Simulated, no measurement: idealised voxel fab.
The following is a process module called voxel ribs on slabs.
Cross-sectional view cut (width: 140 nm; square cell size: 5 nm).
How to read a cross-section here: the picture is a grid of square cells, written as bands going from the top down, and any band can span one or more rows of cells.
Read a band's entry like this: the first values are the height of its top and the height of its bottom in nm, and what follows is the sequence of materials from left to right, each with its width in nm. Note that "empty" is empty space, and that a single material marked "full width" reaches across the band from edge to edge.
Counting heights begins at 0, where everything beneath is, in the wafer as received, one material. The lowest band has no bottom; it goes on downwards, as "0 and below" shows.
It should be noted that a width expressed as "30..40" varies in equal increments from row to row of cells within the band, taking the value of the first number at the top row and that of the second number at the bottom row.
A step reported as "nothing got changed" is a step in which no cell of the cross-section changed.
Empty spaces without an open route to the top, at least 8 cells in extent, make up the entry "Enclosed cavity list"; each is given as width x height at distance, where the distance is measured from the left edge, and all are in nm.
If you see something after the settings on a step's line, that's the simulator's own remark about that step.
overlay nm: on a step with a mask, how far right of its planned place the mask lay; negative means left.

The planned process steps are enumerated hereunder:
1,RECEIVE,material Si
2,DIRECTIONAL_DEP,material SiO2,thk nm 20
3,DIRECTIONAL_DEP,material polySi,thk nm 15
4,MASKED_ETCH,tone cover,mask id RIB,width nm 15,etch materials polySi,depth nm 10,overlay nm 0
5,MASKED_ETCH,tone cover,mask id SLAB,width nm 45,etch materials polySi,depth nm 5,overlay nm 0
6,FILL_DEP,material SiO2,thk nm 20
7,CMP,height nm 50
8,DIRECTIONAL_DEP,material W,thk nm 5
9,DIRECTIONAL_DEP,material aC,thk nm 10
10,PATTERN,tone cover,mask id HEATER,material resist,width nm 25,thk nm 30,overlay nm 0
11,DIRECTIONAL_ETCH,etch materials aC,depth nm 10
12,STRIP,etch materials resist
13,DIRECTIONAL_ETCH,etch materials W,depth nm 5
14,STRIP,etch materials aC
15,CONFORMAL_DEP,material SiN,thk nm 5

Wafer at receipt (post step 1), cross-section:
  0 and below  Si full width
  Enclosed cavity list: none

The first of the two wafers as seen in cross-section once the module was finished; processing followed the plan:
  60 down to 55  empty=50, SiN=35, empty=55
  55 down to 50  SiN=55, W=25, SiN=60
  50 down to 35  SiO2 full width
  35 down to 25  SiO2=60, polySi=15, SiO2=65
  25 down to 20  SiO2=45, polySi=45, SiO2=50
  20 down to 0  SiO2 full width
  0 and below  Si full width
  Enclosed cavity list: none

Cross-section of the latter of the two wafers at module completion. It had an identical start and an identical plan to the former; in running it, one mistake was made:
  55 down to 50  empty=55, W=25, empty=60
  50 down to 35  SiO2 full width
  35 down to 25  SiO2=60, polySi=15, SiO2=65
  25 down to 20  SiO2=45, polySi=45, SiO2=50
  20 down to 0  SiO2 full width
  0 and below  Si full width
  Enclosed cavity list: none
Nonconformance to the process plan: step 15 from the plan never happened, it was just skipped
The final cell counts differ between the wafers, with the second having more or fewer of some materials than the first: 30 fewer of SiN
